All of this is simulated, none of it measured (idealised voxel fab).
process module | voxel capacitor over wiring
cross-section cut | 225 nm wide | cells 5 nm
A cross-section is a grid of square cells, given in bands from the top down. A band is one or more rows of cells.
Each band's line starts with the height of the band's top and of its bottom, in nm. Then come its materials from left to right, each with its width in nm. One material with "throughout" fills the band from edge to edge. "air" is empty space.
Height 0 is the level under which the wafer as received is all one material. The lowest band goes on downwards, as in "0 down".
A width such as "30 to 40" changes by the same amount from each row of cells to the next, from the band's top row to its bottom row.
"no change" after a step means that no cell of the cross-section changed.
closed voids: empty space of 8 cells or more with no open way to the top, each as width x height at its distance from the left edge, in nm
after a step's settings: what the simulator itself notes on the step
overlay nm, on a step with a mask: how far to the right of its planned place the mask lay; to the left if negative
plan
1 op RECEIVE | material Si
2 op CONFORMAL_DEP | material SiO2 | thk nm 15
3 op DIRECTIONAL_DEP | material TiN | thk nm 5
4 op DIRECTIONAL_DEP | material W | thk nm 15
5 op MASKED_ETCH | tone cover | mask id METAL_1 | width nm 25 | pitch nm 95 | etch materials W | depth nm 15 | overlay nm 0
6 op MASKED_ETCH | tone cover | mask id METAL_1 | width nm 25 | pitch nm 95 | etch materials TiN | depth nm 5 | overlay nm 0
7 op CONFORMAL_DEP | material SiCN | thk nm 5
8 op FILL_DEP | material lowk | thk nm 5
9 op CMP | height nm 35
10 op CONFORMAL_DEP | material SiCN | thk nm 5
11 op DIRECTIONAL_DEP | material lowk | thk nm 15
12 op PATTERN | tone open | mask id PLUG_1 | material resist | width nm 15 | thk nm 20 | overlay nm 0
13 op DIRECTIONAL_ETCH | etch materials lowk | depth nm 15
14 op DIRECTIONAL_ETCH | etch materials SiCN | depth nm 5
15 op STRIP | etch materials resist
16 op CONFORMAL_DEP | material TiN | thk nm 5
17 op FILL_DEP | material Ru | thk nm 10
18 op CMP | height nm 55
19 op DIRECTIONAL_DEP | material TiN | thk nm 5
20 op DIRECTIONAL_DEP | material SiN | thk nm 5
21 op DIRECTIONAL_DEP | material TiN | thk nm 5
22 op PATTERN | tone cover | mask id UPPER_PLATE | material resist | width nm 75 | thk nm 15 | overlay nm 0
23 op DIRECTIONAL_ETCH | etch materials TiN | depth nm 5
24 op DIRECTIONAL_ETCH | etch materials SiN | depth nm 5
25 op STRIP | etch materials resist
26 op MASKED_ETCH | tone cover | mask id LOWER_PLATE | width nm 85 | etch materials TiN | depth nm 5 | overlay nm 0
27 op FILL_DEP | material SiO2 | thk nm 20
28 op CMP | height nm 85
29 op MASKED_ETCH | tone open | mask id PLUG_2 | width nm 15 | etch materials SiO2 | depth nm 15 | overlay nm 0
30 op CONFORMAL_DEP | material TiN | thk nm 5
31 op FILL_DEP | material Ru | thk nm 10
32 op CMP | height nm 85
33 op CONFORMAL_DEP | material SiN | thk nm 5
as received, after step 1
  0 down: Si throughout
  closed voids: none
a wafer at the end: this start, this plan, one mistake
  90 to 85: SiN throughout
  85 to 75: SiO2 70 | TiN 5 | Ru 5 | TiN 5 | SiO2 140
  75 to 70: SiO2 70 | TiN 15 | SiO2 140
  70 to 65: SiO2 throughout
  65 to 55: SiO2 60 to 55 | TiN 75 to 85 | SiO2 90 to 85
  55 to 40: lowk 60 | TiN 5 | Ru 5 | TiN 5 | lowk 150
  40 to 35: SiCN 60 | TiN 15 | SiCN 150
  35 to 20: lowk 45 | SiCN 5 | W 25 | SiCN 5 | lowk 60 | SiCN 5 | W 25 | SiCN 5 | lowk 50
  20 to 15: SiCN 50 | TiN 25 | SiCN 70 | TiN 25 | SiCN 55
  15 to 0: SiO2 throughout
  0 down: Si throughout
  closed voids: none
what went wrong: step 20 was left out
